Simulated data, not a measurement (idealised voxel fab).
process module | voxel gate over fins
cross-section cut | 260 nm wide | cells 5 nm
A cross-section is a grid of square cells, given in bands from the top down. A band is one or more rows of cells.
Each band's line starts with the height of the band's top and of its bottom, in nm. Then come its materials from left to right, each with its width in nm. One material with "throughout" fills the band from edge to edge. "air" is empty space.
Height 0 is the level under which the wafer as received is all one material. The lowest band goes on downwards, as in "0 down".
A width such as "30 to 40" changes by the same amount from each row of cells to the next, from the band's top row to its bottom row.
"no change" after a step means that no cell of the cross-section changed.
closed voids: empty space of 8 cells or more with no open way to the top, each as width x height at its distance from the left edge, in nm
after a step's settings: what the simulator itself notes on the step
overlay nm, on a step with a mask: how far to the right of its planned place the mask lay; to the left if negative
Each pair below shows a cross-section before one step and the cross-section after it, down to the lowest band that changed. The line under each pair gives the step between them, with its settings. The pairs can come from different runs of this module on the same starting wafer, so a pair continues from the pair above only where its "before" says so.
before
  0 down: Si throughout
  closed voids: none
after
  5 to 0: SiN throughout
  below 0: unchanged
  closed voids: none
the step between: op CONFORMAL_DEP | material SiN | thk nm 5
before: the cross-section after the pair above
after
  20 to 5: aC throughout
  below 5: unchanged
  closed voids: none
the step between: op DIRECTIONAL_DEP | material aC | thk nm 15
before: the cross-section after the pair above
after
  50 to 20: air 60 | resist 15 | air 25 | resist 15 | air 25 | resist 15 | air 25 | resist 15 | air 65
  below 20: unchanged
  closed voids: none
the step between: op PATTERN | tone cover | mask id FINS | material resist | width nm 15 | pitch nm 40 | thk nm 30 | overlay nm 0
before: the cross-section after the pair above
after
  35 to 20: air 60 | resist 15 | air 25 | resist 15 | air 25 | resist 15 | air 25 | resist 15 | air 65
  20 to 5: air 60 | aC 15 | air 25 | aC 15 | air 25 | aC 15 | air 25 | aC 15 | air 65
  below 5: unchanged
  closed voids: none
the step between: op DIRECTIONAL_ETCH | etch materials aC | depth nm 15
before: the cross-section after the pair above
after
  20 to 5: air 60 | aC 15 | air 25 | aC 15 | air 25 | aC 15 | air 25 | aC 15 | air 65
  below 5: unchanged
  closed voids: none
the step between: op STRIP | etch materials resist
before: the cross-section after the pair above
after
  20 to 5: air 60 | aC 15 | air 25 | aC 15 | air 25 | aC 15 | air 25 | aC 15 | air 65
  5 to 0: air 60 | SiN 15 | air 25 | SiN 15 | air 25 | SiN 15 | air 25 | SiN 15 | air 65
  below 0: unchanged
  closed voids: none
the step between: op DIRECTIONAL_ETCH | etch materials SiN | depth nm 5
before: the cross-section after the pair above
after
  20 to 5: air 60 | aC 15 | air 25 | aC 15 | air 25 | aC 15 | air 25 | aC 15 | air 65
  5 to 0: air 60 | SiN 15 | air 25 | SiN 15 | air 25 | SiN 15 | air 25 | SiN 15 | air 65
  0 to -35: air 60 | Si 15 | air 25 | Si 15 | air 25 | Si 15 | air 25 | Si 15 | air 65
  below -35: unchanged
  closed voids: none
the step between: op DIRECTIONAL_ETCH | etch materials Si | depth nm 35
before: the cross-section after the pair above
after
  5 to 0: air 60 | SiN 15 | air 25 | SiN 15 | air 25 | SiN 15 | air 25 | SiN 15 | air 65
  below 0: unchanged
  closed voids: none
the step between: op STRIP | etch materials aC
before: the cross-section after the pair above
after
  5 to 0: air 60 | SiN 15 | air 25 | SiN 15 | air 25 | SiN 15 | air 25 | SiN 15 | air 65
  0 to -35: air 60 | SiO2 5 | Si 5 | SiO2 5 | air 25 | SiO2 5 | Si 5 | SiO2 5 | air 25 | SiO2 5 | Si 5 | SiO2 5 | air 25 | SiO2 5 | Si 5 | SiO2 5 | air 65
  -35 to -40: SiO2 65 | Si 5 | SiO2 35 | Si 5 | SiO2 35 | Si 5 | SiO2 35 | Si 5 | SiO2 70
  below -40: unchanged
  closed voids: none
the step between: op OXIDIZE | depth nm 5
before: the cross-section after the pair above
after
  15 to 5: SiO2 throughout
  5 to 0: SiO2 60 | SiN 15 | SiO2 25 | SiN 15 | SiO2 25 | SiN 15 | SiO2 25 | SiN 15 | SiO2 65
  0 to -40: SiO2 65 | Si 5 | SiO2 35 | Si 5 | SiO2 35 | Si 5 | SiO2 35 | Si 5 | SiO2 70
  below -40: unchanged
  closed voids: none
the step between: op FILL_DEP | material SiO2 | thk nm 10
before: the cross-section after the pair above
after
  5 to 0: SiO2 60 | SiN 15 | SiO2 25 | SiN 15 | SiO2 25 | SiN 15 | SiO2 25 | SiN 15 | SiO2 65
  below 0: unchanged
  closed voids: none
the step between: op CMP | height nm 5
before: the cross-section after the pair above
after
  5 to 0: air 60 | SiN 15 | air 25 | SiN 15 | air 25 | SiN 15 | air 25 | SiN 15 | air 65
  0 to -10: air 65 | Si 5 | air 35 | Si 5 | air 35 | Si 5 | air 35 | Si 5 | air 70
  below -10: unchanged
  closed voids: none
the step between: op SELECTIVE_ETCH | etch materials SiO2 | depth nm 15
before: the cross-section after the pair above
after
  0 to -10: air 65 | Si 5 | air 35 | Si 5 | air 35 | Si 5 | air 35 | Si 5 | air 70
  below -10: unchanged
  closed voids: none
the step between: op STRIP | etch materials SiN
before: the cross-section after the pair above
after
  5 to 0: air 60 | HfO2 15 | air 25 | HfO2 15 | air 25 | HfO2 15 | air 25 | HfO2 15 | air 65
  0 to -5: air 60 | HfO2 5 | Si 5 | HfO2 5 | air 25 | HfO2 5 | Si 5 | HfO2 5 | air 25 | HfO2 5 | Si 5 | HfO2 5 | air 25 | HfO2 5 | Si 5 | HfO2 5 | air 65
  -5 to -10: HfO2 65 | Si 5 | HfO2 35 | Si 5 | HfO2 35 | Si 5 | HfO2 35 | Si 5 | HfO2 70
  below -10: unchanged
  closed voids: none
the step between: op CONFORMAL_DEP | material HfO2 | thk nm 5
before: the cross-section after the pair above
after
  10 to 5: air 55 | TiN 25 | air 15 | TiN 25 | air 15 | TiN 25 | air 15 | TiN 25 | air 60
  5 to 0: air 55 | TiN 5 | HfO2 15 | TiN 5 | air 15 | TiN 5 | HfO2 15 | TiN 5 | air 15 | TiN 5 | HfO2 15 | TiN 5 | air 15 | TiN 5 | HfO2 15 | TiN 5 | air 60
  0 to -5: TiN 60 | HfO2 5 | Si 5 | HfO2 5 | TiN 25 | HfO2 5 | Si 5 | HfO2 5 | TiN 25 | HfO2 5 | Si 5 | HfO2 5 | TiN 25 | HfO2 5 | Si 5 | HfO2 5 | TiN 65
  below -5: unchanged
  closed voids: none
the step between: op CONFORMAL_DEP | material TiN | thk nm 5
before: the cross-section after the pair above
after
  25 to 10: W throughout
  10 to 5: W 55 | TiN 25 | W 15 | TiN 25 | W 15 | TiN 25 | W 15 | TiN 25 | W 60
  5 to 0: W 55 | TiN 5 | HfO2 15 | TiN 5 | W 15 | TiN 5 | HfO2 15 | TiN 5 | W 15 | TiN 5 | HfO2 15 | TiN 5 | W 15 | TiN 5 | HfO2 15 | TiN 5 | W 60
  below 0: unchanged
  closed voids: none
the step between: op FILL_DEP | material W | thk nm 15
before: the cross-section after the pair above
after
  20 to 10: W throughout
  below 10: unchanged
  closed voids: none
the step between: op CMP | height nm 20
before: the cross-section after the pair above
after
  30 to 20: SiCN throughout
  below 20: unchanged
  closed voids: none
the step between: op CONFORMAL_DEP | material SiCN | thk nm 10
before
  0 to -10: air 65 | Si 5 | air 35 | Si 5 | air 35 | Si 5 | air 35 | Si 5 | air 70
  -10 to -40: SiO2 65 | Si 5 | SiO2 35 | Si 5 | SiO2 35 | Si 5 | SiO2 35 | Si 5 | SiO2 70
  -40 down: Si throughout
  closed voids: none
after
  5 to 0: air 60 | TiN 15 | air 25 | TiN 15 | air 25 | TiN 15 | air 25 | TiN 15 | air 65
  0 to -5: air 60 | TiN 5 | Si 5 | TiN 5 | air 25 | TiN 5 | Si 5 | TiN 5 | air 25 | TiN 5 | Si 5 | TiN 5 | air 25 | TiN 5 | Si 5 | TiN 5 | air 65
  -5 to -10: TiN 65 | Si 5 | TiN 35 | Si 5 | TiN 35 | Si 5 | TiN 35 | Si 5 | TiN 70
  below -10: unchanged
  closed voids: none
the step between: op CONFORMAL_DEP | material TiN | thk nm 5
before: the cross-section after the pair above
after
  20 to 5: W throughout
  5 to 0: W 60 | TiN 15 | W 25 | TiN 15 | W 25 | TiN 15 | W 25 | TiN 15 | W 65
  0 to -5: W 60 | TiN 5 | Si 5 | TiN 5 | W 25 | TiN 5 | Si 5 | TiN 5 | W 25 | TiN 5 | Si 5 | TiN 5 | W 25 | TiN 5 | Si 5 | TiN 5 | W 65
  below -5: unchanged
  closed voids: none
the step between: op FILL_DEP | material W | thk nm 15
before: the cross-section after the pair above
after
  30 to 20: SiCN throughout
  below 20: unchanged
  closed voids: none
the step between: op CONFORMAL_DEP | material SiCN | thk nm 10
before
  5 to 0: air 60 | SiN 15 | air 25 | SiN 15 | air 25 | SiN 15 | air 25 | SiN 15 | air 65
  0 to -10: air 65 | Si 5 | air 35 | Si 5 | air 35 | Si 5 | air 35 | Si 5 | air 70
  -10 to -40: SiO2 65 | Si 5 | SiO2 35 | Si 5 | SiO2 35 | Si 5 | SiO2 35 | Si 5 | SiO2 70
  -40 down: Si throughout
  closed voids: none
after
  5 to 0: air 60 | SiN 15 | air 25 | SiN 15 | air 25 | SiN 15 | air 25 | SiN 15 | air 65
  0 to -25: air 65 | Si 5 | air 35 | Si 5 | air 35 | Si 5 | air 35 | Si 5 | air 70
  below -25: unchanged
  closed voids: none
the step between: op SELECTIVE_ETCH | etch materials SiO2 | depth nm 15
before: the cross-section after the pair above
after
  0 to -25: air 65 | Si 5 | air 35 | Si 5 | air 35 | Si 5 | air 35 | Si 5 | air 70
  below -25: unchanged
  closed voids: none
the step between: op STRIP | etch materials SiN
before: the cross-section after the pair above
after
  5 to 0: air 60 | HfO2 15 | air 25 | HfO2 15 | air 25 | HfO2 15 | air 25 | HfO2 15 | air 65
  0 to -20: air 60 | HfO2 5 | Si 5 | HfO2 5 | air 25 | HfO2 5 | Si 5 | HfO2 5 | air 25 | HfO2 5 | Si 5 | HfO2 5 | air 25 | HfO2 5 | Si 5 | HfO2 5 | air 65
  -20 to -25: HfO2 65 | Si 5 | HfO2 35 | Si 5 | HfO2 35 | Si 5 | HfO2 35 | Si 5 | HfO2 70
  below -25: unchanged
  closed voids: none
the step between: op CONFORMAL_DEP | material HfO2 | thk nm 5
before: the cross-section after the pair above
after
  10 to 5: air 55 | TiN 25 | air 15 | TiN 25 | air 15 | TiN 25 | air 15 | TiN 25 | air 60
  5 to 0: air 55 | TiN 5 | HfO2 15 | TiN 5 | air 15 | TiN 5 | HfO2 15 | TiN 5 | air 15 | TiN 5 | HfO2 15 | TiN 5 | air 15 | TiN 5 | HfO2 15 | TiN 5 | air 60
  0 to -15: air 55 | TiN 5 | HfO2 5 | Si 5 | HfO2 5 | TiN 5 | air 15 | TiN 5 | HfO2 5 | Si 5 | HfO2 5 | TiN 5 | air 15 | TiN 5 | HfO2 5 | Si 5 | HfO2 5 | TiN 5 | air 15 | TiN 5 | HfO2 5 | Si 5 | HfO2 5 | TiN 5 | air 60
  -15 to -20: TiN 60 | HfO2 5 | Si 5 | HfO2 5 | TiN 25 | HfO2 5 | Si 5 | HfO2 5 | TiN 25 | HfO2 5 | Si 5 | HfO2 5 | TiN 25 | HfO2 5 | Si 5 | HfO2 5 | TiN 65
  below -20: unchanged
  closed voids: none
the step between: op CONFORMAL_DEP | material TiN | thk nm 5
before: the cross-section after the pair above
after
  25 to 10: W throughout
  10 to 5: W 55 | TiN 25 | W 15 | TiN 25 | W 15 | TiN 25 | W 15 | TiN 25 | W 60
  5 to 0: W 55 | TiN 5 | HfO2 15 | TiN 5 | W 15 | TiN 5 | HfO2 15 | TiN 5 | W 15 | TiN 5 | HfO2 15 | TiN 5 | W 15 | TiN 5 | HfO2 15 | TiN 5 | W 60
  0 to -15: W 55 | TiN 5 | HfO2 5 | Si 5 | HfO2 5 | TiN 5 | W 15 | TiN 5 | HfO2 5 | Si 5 | HfO2 5 | TiN 5 | W 15 | TiN 5 | HfO2 5 | Si 5 | HfO2 5 | TiN 5 | W 15 | TiN 5 | HfO2 5 | Si 5 | HfO2 5 | TiN 5 | W 60
  below -15: unchanged
  closed voids: none
the step between: op FILL_DEP | material W | thk nm 15
before: the cross-section after the pair above
after
  20 to 10: W throughout
  below 10: unchanged
  closed voids: none
the step between: op CMP | height nm 20
before: the cross-section after the pair above
after
  30 to 20: SiCN throughout
  below 20: unchanged
  closed voids: none
the step between: op CONFORMAL_DEP | material SiCN | thk nm 10
before
  5 to 0: air 60 | TiN 15 | air 25 | TiN 15 | air 25 | TiN 15 | air 25 | TiN 15 | air 65
  0 to -5: air 60 | TiN 5 | Si 5 | TiN 5 | air 25 | TiN 5 | Si 5 | TiN 5 | air 25 | TiN 5 | Si 5 | TiN 5 | air 25 | TiN 5 | Si 5 | TiN 5 | air 65
  -5 to -10: TiN 65 | Si 5 | TiN 35 | Si 5 | TiN 35 | Si 5 | TiN 35 | Si 5 | TiN 70
  -10 to -40: SiO2 65 | Si 5 | SiO2 35 | Si 5 | SiO2 35 | Si 5 | SiO2 35 | Si 5 | SiO2 70
  -40 down: Si throughout
  closed voids: none
after
  10 to 5: air 55 | HfO2 25 | air 15 | HfO2 25 | air 15 | HfO2 25 | air 15 | HfO2 25 | air 60
  5 to 0: air 55 | HfO2 5 | TiN 15 | HfO2 5 | air 15 | HfO2 5 | TiN 15 | HfO2 5 | air 15 | HfO2 5 | TiN 15 | HfO2 5 | air 15 | HfO2 5 | TiN 15 | HfO2 5 | air 60
  0 to -5: HfO2 60 | TiN 5 | Si 5 | TiN 5 | HfO2 25 | TiN 5 | Si 5 | TiN 5 | HfO2 25 | TiN 5 | Si 5 | TiN 5 | HfO2 25 | TiN 5 | Si 5 | TiN 5 | HfO2 65
  below -5: unchanged
  closed voids: none
the step between: op CONFORMAL_DEP | material HfO2 | thk nm 5
before: the cross-section after the pair above
after
  25 to 10: W throughout
  10 to 5: W 55 | HfO2 25 | W 15 | HfO2 25 | W 15 | HfO2 25 | W 15 | HfO2 25 | W 60
  5 to 0: W 55 | HfO2 5 | TiN 15 | HfO2 5 | W 15 | HfO2 5 | TiN 15 | HfO2 5 | W 15 | HfO2 5 | TiN 15 | HfO2 5 | W 15 | HfO2 5 | TiN 15 | HfO2 5 | W 60
  below 0: unchanged
  closed voids: none
the step between: op FILL_DEP | material W | thk nm 15
before: the cross-section after the pair above
after
  20 to 10: W throughout
  below 10: unchanged
  closed voids: none
the step between: op CMP | height nm 20
before: the cross-section after the pair above
after
  30 to 20: SiCN throughout
  below 20: unchanged
  closed voids: none
the step between: op CONFORMAL_DEP | material SiCN | thk nm 10
before
  5 to 0: SiO2 60 | SiN 15 | SiO2 25 | SiN 15 | SiO2 25 | SiN 15 | SiO2 25 | SiN 15 | SiO2 65
  0 to -40: SiO2 65 | Si 5 | SiO2 35 | Si 5 | SiO2 35 | Si 5 | SiO2 35 | Si 5 | SiO2 70
  -40 down: Si throughout
  closed voids: none
after
  5 to 0: air 60 | SiN 15 | air 25 | SiN 15 | air 25 | SiN 15 | air 25 | SiN 15 | air 65
  0 to -20: air 65 | Si 5 | air 35 | Si 5 | air 35 | Si 5 | air 35 | Si 5 | air 70
  below -20: unchanged
  closed voids: none
the step between: op SELECTIVE_ETCH | etch materials SiO2 | depth nm 25
before: the cross-section after the pair above
after
  0 to -20: air 65 | Si 5 | air 35 | Si 5 | air 35 | Si 5 | air 35 | Si 5 | air 70
  below -20: unchanged
  closed voids: none
the step between: op STRIP | etch materials SiN
before: the cross-section after the pair above
after
  5 to 0: air 60 | HfO2 15 | air 25 | HfO2 15 | air 25 | HfO2 15 | air 25 | HfO2 15 | air 65
  0 to -15: air 60 | HfO2 5 | Si 5 | HfO2 5 | air 25 | HfO2 5 | Si 5 | HfO2 5 | air 25 | HfO2 5 | Si 5 | HfO2 5 | air 25 | HfO2 5 | Si 5 | HfO2 5 | air 65
  -15 to -20: HfO2 65 | Si 5 | HfO2 35 | Si 5 | HfO2 35 | Si 5 | HfO2 35 | Si 5 | HfO2 70
  below -20: unchanged
  closed voids: none
the step between: op CONFORMAL_DEP | material HfO2 | thk nm 5
before: the cross-section after the pair above
after
  10 to 5: air 55 | TiN 25 | air 15 | TiN 25 | air 15 | TiN 25 | air 15 | TiN 25 | air 60
  5 to 0: air 55 | TiN 5 | HfO2 15 | TiN 5 | air 15 | TiN 5 | HfO2 15 | TiN 5 | air 15 | TiN 5 | HfO2 15 | TiN 5 | air 15 | TiN 5 | HfO2 15 | TiN 5 | air 60
  0 to -10: air 55 | TiN 5 | HfO2 5 | Si 5 | HfO2 5 | TiN 5 | air 15 | TiN 5 | HfO2 5 | Si 5 | HfO2 5 | TiN 5 | air 15 | TiN 5 | HfO2 5 | Si 5 | HfO2 5 | TiN 5 | air 15 | TiN 5 | HfO2 5 | Si 5 | HfO2 5 | TiN 5 | air 60
  -10 to -15: TiN 60 | HfO2 5 | Si 5 | HfO2 5 | TiN 25 | HfO2 5 | Si 5 | HfO2 5 | TiN 25 | HfO2 5 | Si 5 | HfO2 5 | TiN 25 | HfO2 5 | Si 5 | HfO2 5 | TiN 65
  below -15: unchanged
  closed voids: none
the step between: op CONFORMAL_DEP | material TiN | thk nm 5
before: the cross-section after the pair above
after
  25 to 10: W throughout
  10 to 5: W 55 | TiN 25 | W 15 | TiN 25 | W 15 | TiN 25 | W 15 | TiN 25 | W 60
  5 to 0: W 55 | TiN 5 | HfO2 15 | TiN 5 | W 15 | TiN 5 | HfO2 15 | TiN 5 | W 15 | TiN 5 | HfO2 15 | TiN 5 | W 15 | TiN 5 | HfO2 15 | TiN 5 | W 60
  0 to -10: W 55 | TiN 5 | HfO2 5 | Si 5 | HfO2 5 | TiN 5 | W 15 | TiN 5 | HfO2 5 | Si 5 | HfO2 5 | TiN 5 | W 15 | TiN 5 | HfO2 5 | Si 5 | HfO2 5 | TiN 5 | W 15 | TiN 5 | HfO2 5 | Si 5 | HfO2 5 | TiN 5 | W 60
  below -10: unchanged
  closed voids: none
the step between: op FILL_DEP | material W | thk nm 15
before: the cross-section after the pair above
after
  20 to 10: W throughout
  below 10: unchanged
  closed voids: none
the step between: op CMP | height nm 20
before: the cross-section after the pair above
after
  30 to 20: SiCN throughout
  below 20: unchanged
  closed voids: none
the step between: op CONFORMAL_DEP | material SiCN | thk nm 10
before
  20 to 5: aC throughout
  5 to 0: SiN throughout
  0 down: Si throughout
  closed voids: none
after
  50 to 20: air 60 | resist 20 | air 20 | resist 20 | air 20 | resist 20 | air 20 | resist 20 | air 60
  below 20: unchanged
  closed voids: none
the step between: op PATTERN | tone cover | mask id FINS | material resist | width nm 20 | pitch nm 40 | thk nm 30 | overlay nm 0
before: the cross-section after the pair above
after
  35 to 20: air 60 | resist 20 | air 20 | resist 20 | air 20 | resist 20 | air 20 | resist 20 | air 60
  20 to 5: air 60 | aC 20 | air 20 | aC 20 | air 20 | aC 20 | air 20 | aC 20 | air 60
  below 5: unchanged
  closed voids: none
the step between: op DIRECTIONAL_ETCH | etch materials aC | depth nm 15
before: the cross-section after the pair above
after
  20 to 5: air 60 | aC 20 | air 20 | aC 20 | air 20 | aC 20 | air 20 | aC 20 | air 60
  below 5: unchanged
  closed voids: none
the step between: op STRIP | etch materials resist
before: the cross-section after the pair above
after
  20 to 5: air 60 | aC 20 | air 20 | aC 20 | air 20 | aC 20 | air 20 | aC 20 | air 60
  5 to 0: air 60 | SiN 20 | air 20 | SiN 20 | air 20 | SiN 20 | air 20 | SiN 20 | air 60
  below 0: unchanged
  closed voids: none
the step between: op DIRECTIONAL_ETCH | etch materials SiN | depth nm 5
before: the cross-section after the pair above
after
  20 to 5: air 60 | aC 20 | air 20 | aC 20 | air 20 | aC 20 | air 20 | aC 20 | air 60
  5 to 0: air 60 | SiN 20 | air 20 | SiN 20 | air 20 | SiN 20 | air 20 | SiN 20 | air 60
  0 to -35: air 60 | Si 20 | air 20 | Si 20 | air 20 | Si 20 | air 20 | Si 20 | air 60
  below -35: unchanged
  closed voids: none
the step between: op DIRECTIONAL_ETCH | etch materials Si | depth nm 35
before: the cross-section after the pair above
after
  5 to 0: air 60 | SiN 20 | air 20 | SiN 20 | air 20 | SiN 20 | air 20 | SiN 20 | air 60
  below 0: unchanged
  closed voids: none
the step between: op STRIP | etch materials aC
before: the cross-section after the pair above
after
  5 to 0: air 60 | SiN 20 | air 20 | SiN 20 | air 20 | SiN 20 | air 20 | SiN 20 | air 60
  0 to -35: air 60 | SiO2 5 | Si 10 | SiO2 5 | air 20 | SiO2 5 | Si 10 | SiO2 5 | air 20 | SiO2 5 | Si 10 | SiO2 5 | air 20 | SiO2 5 | Si 10 | SiO2 5 | air 60
  -35 to -40: SiO2 65 | Si 10 | SiO2 30 | Si 10 | SiO2 30 | Si 10 | SiO2 30 | Si 10 | SiO2 65
  below -40: unchanged
  closed voids: none
the step between: op OXIDIZE | depth nm 5
before: the cross-section after the pair above
after
  15 to 5: SiO2 throughout
  5 to 0: SiO2 60 | SiN 20 | SiO2 20 | SiN 20 | SiO2 20 | SiN 20 | SiO2 20 | SiN 20 | SiO2 60
  0 to -40: SiO2 65 | Si 10 | SiO2 30 | Si 10 | SiO2 30 | Si 10 | SiO2 30 | Si 10 | SiO2 65
  below -40: unchanged
  closed voids: none
the step between: op FILL_DEP | material SiO2 | thk nm 10
before: the cross-section after the pair above
after
  5 to 0: SiO2 60 | SiN 20 | SiO2 20 | SiN 20 | SiO2 20 | SiN 20 | SiO2 20 | SiN 20 | SiO2 60
  below 0: unchanged
  closed voids: none
the step between: op CMP | height nm 5
before: the cross-section after the pair above
after
  5 to 0: air 60 | SiN 20 | air 20 | SiN 20 | air 20 | SiN 20 | air 20 | SiN 20 | air 60
  0 to -10: air 65 | Si 10 | air 30 | Si 10 | air 30 | Si 10 | air 30 | Si 10 | air 65
  below -10: unchanged
  closed voids: none
the step between: op SELECTIVE_ETCH | etch materials SiO2 | depth nm 15
before: the cross-section after the pair above
after
  0 to -10: air 65 | Si 10 | air 30 | Si 10 | air 30 | Si 10 | air 30 | Si 10 | air 65
  below -10: unchanged
  closed voids: none
the step between: op STRIP | etch materials SiN
before: the cross-section after the pair above
after
  5 to 0: air 60 | HfO2 20 | air 20 | HfO2 20 | air 20 | HfO2 20 | air 20 | HfO2 20 | air 60
  0 to -5: air 60 | HfO2 5 | Si 10 | HfO2 5 | air 20 | HfO2 5 | Si 10 | HfO2 5 | air 20 | HfO2 5 | Si 10 | HfO2 5 | air 20 | HfO2 5 | Si 10 | HfO2 5 | air 60
  -5 to -10: HfO2 65 | Si 10 | HfO2 30 | Si 10 | HfO2 30 | Si 10 | HfO2 30 | Si 10 | HfO2 65
  below -10: unchanged
  closed voids: none
the step between: op CONFORMAL_DEP | material HfO2 | thk nm 5
before: the cross-section after the pair above
after
  10 to 5: air 55 | TiN 30 | air 10 | TiN 30 | air 10 | TiN 30 | air 10 | TiN 30 | air 55
  5 to 0: air 55 | TiN 5 | HfO2 20 | TiN 5 | air 10 | TiN 5 | HfO2 20 | TiN 5 | air 10 | TiN 5 | HfO2 20 | TiN 5 | air 10 | TiN 5 | HfO2 20 | TiN 5 | air 55
  0 to -5: TiN 60 | HfO2 5 | Si 10 | HfO2 5 | TiN 20 | HfO2 5 | Si 10 | HfO2 5 | TiN 20 | HfO2 5 | Si 10 | HfO2 5 | TiN 20 | HfO2 5 | Si 10 | HfO2 5 | TiN 60
  below -5: unchanged
  closed voids: none
the step between: op CONFORMAL_DEP | material TiN | thk nm 5
before: the cross-section after the pair above
after
  25 to 10: W throughout
  10 to 5: W 55 | TiN 30 | W 10 | TiN 30 | W 10 | TiN 30 | W 10 | TiN 30 | W 55
  5 to 0: W 55 | TiN 5 | HfO2 20 | TiN 5 | W 10 | TiN 5 | HfO2 20 | TiN 5 | W 10 | TiN 5 | HfO2 20 | TiN 5 | W 10 | TiN 5 | HfO2 20 | TiN 5 | W 55
  below 0: unchanged
  closed voids: none
the step between: op FILL_DEP | material W | thk nm 15
before: the cross-section after the pair above
after
  20 to 10: W throughout
  below 10: unchanged
  closed voids: none
the step between: op CMP | height nm 20
before: the cross-section after the pair above
after
  30 to 20: SiCN throughout
  below 20: unchanged
  closed voids: none
the step between: op CONFORMAL_DEP | material SiCN | thk nm 10
before
  20 to 5: aC throughout
  5 to 0: SiN throughout
  0 down: Si throughout
  closed voids: none
after
  50 to 20: air 65 | resist 15 | air 25 | resist 15 | air 25 | resist 15 | air 25 | resist 15 | air 60
  below 20: unchanged
  closed voids: none
the step between: op PATTERN | tone cover | mask id FINS | material resist | width nm 15 | pitch nm 40 | thk nm 30 | overlay nm 5
before: the cross-section after the pair above
after
  35 to 20: air 65 | resist 15 | air 25 | resist 15 | air 25 | resist 15 | air 25 | resist 15 | air 60
  20 to 5: air 65 | aC 15 | air 25 | aC 15 | air 25 | aC 15 | air 25 | aC 15 | air 60
  below 5: unchanged
  closed voids: none
the step between: op DIRECTIONAL_ETCH | etch materials aC | depth nm 15
before: the cross-section after the pair above
after
  20 to 5: air 65 | aC 15 | air 25 | aC 15 | air 25 | aC 15 | air 25 | aC 15 | air 60
  below 5: unchanged
  closed voids: none
the step between: op STRIP | etch materials resist
before: the cross-section after the pair above
after
  20 to 5: air 65 | aC 15 | air 25 | aC 15 | air 25 | aC 15 | air 25 | aC 15 | air 60
  5 to 0: air 65 | SiN 15 | air 25 | SiN 15 | air 25 | SiN 15 | air 25 | SiN 15 | air 60
  below 0: unchanged
  closed voids: none
the step between: op DIRECTIONAL_ETCH | etch materials SiN | depth nm 5
before: the cross-section after the pair above
after
  20 to 5: air 65 | aC 15 | air 25 | aC 15 | air 25 | aC 15 | air 25 | aC 15 | air 60
  5 to 0: air 65 | SiN 15 | air 25 | SiN 15 | air 25 | SiN 15 | air 25 | SiN 15 | air 60
  0 to -35: air 65 | Si 15 | air 25 | Si 15 | air 25 | Si 15 | air 25 | Si 15 | air 60
  below -35: unchanged
  closed voids: none
the step between: op DIRECTIONAL_ETCH | etch materials Si | depth nm 35
before: the cross-section after the pair above
after
  5 to 0: air 65 | SiN 15 | air 25 | SiN 15 | air 25 | SiN 15 | air 25 | SiN 15 | air 60
  below 0: unchanged
  closed voids: none
the step between: op STRIP | etch materials aC
before: the cross-section after the pair above
after
  5 to 0: air 65 | SiN 15 | air 25 | SiN 15 | air 25 | SiN 15 | air 25 | SiN 15 | air 60
  0 to -35: air 65 | SiO2 5 | Si 5 | SiO2 5 | air 25 | SiO2 5 | Si 5 | SiO2 5 | air 25 | SiO2 5 | Si 5 | SiO2 5 | air 25 | SiO2 5 | Si 5 | SiO2 5 | air 60
  -35 to -40: SiO2 70 | Si 5 | SiO2 35 | Si 5 | SiO2 35 | Si 5 | SiO2 35 | Si 5 | SiO2 65
  below -40: unchanged
  closed voids: none
the step between: op OXIDIZE | depth nm 5
before: the cross-section after the pair above
after
  15 to 5: SiO2 throughout
  5 to 0: SiO2 65 | SiN 15 | SiO2 25 | SiN 15 | SiO2 25 | SiN 15 | SiO2 25 | SiN 15 | SiO2 60
  0 to -40: SiO2 70 | Si 5 | SiO2 35 | Si 5 | SiO2 35 | Si 5 | SiO2 35 | Si 5 | SiO2 65
  below -40: unchanged
  closed voids: none
the step between: op FILL_DEP | material SiO2 | thk nm 10
before: the cross-section after the pair above
after
  5 to 0: SiO2 65 | SiN 15 | SiO2 25 | SiN 15 | SiO2 25 | SiN 15 | SiO2 25 | SiN 15 | SiO2 60
  below 0: unchanged
  closed voids: none
the step between: op CMP | height nm 5
before: the cross-section after the pair above
after
  5 to 0: air 65 | SiN 15 | air 25 | SiN 15 | air 25 | SiN 15 | air 25 | SiN 15 | air 60
  0 to -10: air 70 | Si 5 | air 35 | Si 5 | air 35 | Si 5 | air 35 | Si 5 | air 65
  below -10: unchanged
  closed voids: none
the step between: op SELECTIVE_ETCH | etch materials SiO2 | depth nm 15
before: the cross-section after the pair above
after
  0 to -10: air 70 | Si 5 | air 35 | Si 5 | air 35 | Si 5 | air 35 | Si 5 | air 65
  below -10: unchanged
  closed voids: none
the step between: op STRIP | etch materials SiN
before: the cross-section after the pair above
after
  5 to 0: air 65 | HfO2 15 | air 25 | HfO2 15 | air 25 | HfO2 15 | air 25 | HfO2 15 | air 60
  0 to -5: air 65 | HfO2 5 | Si 5 | HfO2 5 | air 25 | HfO2 5 | Si 5 | HfO2 5 | air 25 | HfO2 5 | Si 5 | HfO2 5 | air 25 | HfO2 5 | Si 5 | HfO2 5 | air 60
  -5 to -10: HfO2 70 | Si 5 | HfO2 35 | Si 5 | HfO2 35 | Si 5 | HfO2 35 | Si 5 | HfO2 65
  below -10: unchanged
  closed voids: none
the step between: op CONFORMAL_DEP | material HfO2 | thk nm 5
before: the cross-section after the pair above
after
  10 to 5: air 60 | TiN 25 | air 15 | TiN 25 | air 15 | TiN 25 | air 15 | TiN 25 | air 55
  5 to 0: air 60 | TiN 5 | HfO2 15 | TiN 5 | air 15 | TiN 5 | HfO2 15 | TiN 5 | air 15 | TiN 5 | HfO2 15 | TiN 5 | air 15 | TiN 5 | HfO2 15 | TiN 5 | air 55
  0 to -5: TiN 65 | HfO2 5 | Si 5 | HfO2 5 | TiN 25 | HfO2 5 | Si 5 | HfO2 5 | TiN 25 | HfO2 5 | Si 5 | HfO2 5 | TiN 25 | HfO2 5 | Si 5 | HfO2 5 | TiN 60
  below -5: unchanged
  closed voids: none
the step between: op CONFORMAL_DEP | material TiN | thk nm 5
before: the cross-section after the pair above
after
  25 to 10: W throughout
  10 to 5: W 60 | TiN 25 | W 15 | TiN 25 | W 15 | TiN 25 | W 15 | TiN 25 | W 55
  5 to 0: W 60 | TiN 5 | HfO2 15 | TiN 5 | W 15 | TiN 5 | HfO2 15 | TiN 5 | W 15 | TiN 5 | HfO2 15 | TiN 5 | W 15 | TiN 5 | HfO2 15 | TiN 5 | W 55
  below 0: unchanged
  closed voids: none
the step between: op FILL_DEP | material W | thk nm 15
before: the cross-section after the pair above
after
  20 to 10: W throughout
  below 10: unchanged
  closed voids: none
the step between: op CMP | height nm 20
before: the cross-section after the pair above
after
  30 to 20: SiCN throughout
  below 20: unchanged
  closed voids: none
the step between: op CONFORMAL_DEP | material SiCN | thk nm 10
before
  0 down: Si throughout
  closed voids: none
after
  5 to 0: HfO2 throughout
  below 0: unchanged
  closed voids: none
the step between: op CONFORMAL_DEP | material HfO2 | thk nm 5
